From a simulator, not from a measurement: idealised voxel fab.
The following process module bears the name voxel self aligned contacts.
The cross-section on display is named cut; it measures 205 nm wide, and its cells are 5 nm squares.
Format of a cross-section: grid, square cells. Given as bands. Order: top down. Band: one or more rows of cells.
It is stipulated that each band's entry specify, in nanometres, the height of the top of the band and then that of its bottom, followed by the materials of the band in left-to-right sequence, each together with its width in nanometres. A single material marked by the word "all across" is understood to fill the band from edge to edge; the word "empty" is understood to denote empty space.
Height is counted from the level 0, under which the received wafer is composed throughout of one material. The lowest of the bands is not closed at the bottom but continues downward, in the notation "z 0 and below".
It should be noted that a width expressed as "30..40" varies in equal increments from row to row of cells within the band, taking the value of the first number at the top row and that of the second number at the bottom row.
Any step labelled "no change" changed none of the cells in the cross-section.
Under "Trapped voids" you'll find the enclosed gaps, the ones with no way out to the top, that are 8 cells or bigger; each reads width x height at distance, with distance counted from the left edge, everything in nm.
Whatever follows a step's settings on its line is a remark the simulator itself makes about that step.
Each step line may optionally specify "overlay nm", which for a step with a mask gives the rightward distance between the mask's planned place and where it lay, a negative value indicating the leftward direction.

### Process steps (planned)
1) RECEIVE, material Si
2) CONFORMAL_DEP, material SiO2, thk nm 5
3) DIRECTIONAL_DEP, material polySi, thk nm 20
4) DIRECTIONAL_DEP, material SiN, thk nm 20
5) MASKED_ETCH, tone cover, mask id GATE, width nm 25, pitch nm 50, etch materials SiN, depth nm 20, overlay nm 0
6) MASKED_ETCH, tone cover, mask id GATE, width nm 25, pitch nm 50, etch materials polySi, depth nm 20, overlay nm 0
7) CONFORMAL_DEP, material SiN, thk nm 5
8) DIRECTIONAL_ETCH, etch materials SiN, depth nm 5
9) FILL_DEP, material SiO2, thk nm 15
10) CMP, height nm 50
11) PATTERN, tone open, mask id CONTACT, material resist, width nm 35, pitch nm 50, thk nm 15, overlay nm 0
12) DIRECTIONAL_ETCH, etch materials SiO2, depth nm 50
13) STRIP, etch materials resist
14) CONFORMAL_DEP, material TiN, thk nm 5
15) FILL_DEP, material W, thk nm 10
16) CMP, height nm 50
17) CONFORMAL_DEP, material SiCN, thk nm 5

### Cross-section: wafer on arrival = after step 1
  z 0 and below | Si all across
  Trapped voids: none

### End-of-module XS, first of two wafers, run as planned
  z 55 to 50 | SiCN all across
  z 50 to 45 | 60 of SiO2, then 15 of TiN, then 5 of W, then 15 of TiN, then 15 of SiO2, then 15 of TiN, then 5 of W, then 15 of TiN, then 60 of SiO2
  z 45 to 25 | 35 of SiO2, then 35 of SiN, then 5 of TiN, then 5 of W, then 5 of TiN, then 35 of SiN, then 5 of TiN, then 5 of W, then 5 of TiN, then 35 of SiN, then 35 of SiO2
  z 25 to 5 | 35 of SiO2, then 5 of SiN, then 25 of polySi, then 5 of SiN, then 5 of TiN, then 5 of W, then 5 of TiN, then 5 of SiN, then 25 of polySi, then 5 of SiN, then 5 of TiN, then 5 of W, then 5 of TiN, then 5 of SiN, then 25 of polySi, then 5 of SiN, then 35 of SiO2
  z 5 to 0 | 70 of SiO2, then 15 of TiN, then 35 of SiO2, then 15 of TiN, then 70 of SiO2
  z 0 and below | Si all across
  Trapped voids: none

### This is the second of the two wafers, cross-sectioned at the end of the module; it started exactly like the first and was given the same plan, but it was run with one mistake
  z 55 to 50 | SiCN all across
  z 50 to 25 | SiN all across
  z 25 to 5 | 40 of SiN, then 25 of polySi, then 25 of SiN, then 25 of polySi, then 25 of SiN, then 25 of polySi, then 40 of SiN
  z 5 to 0 | SiO2 all across
  z 0 and below | Si all across
  Trapped voids: none
Error vs. plan: contrary to plan, step 9 was performed as FILL_DEP, material SiN, thk nm 15
Final difference in cells, second wafer against first, listed per material as more or fewer: SiN: 201 more, SiO2: 133 fewer, TiN: 50 fewer, W: 18 fewer
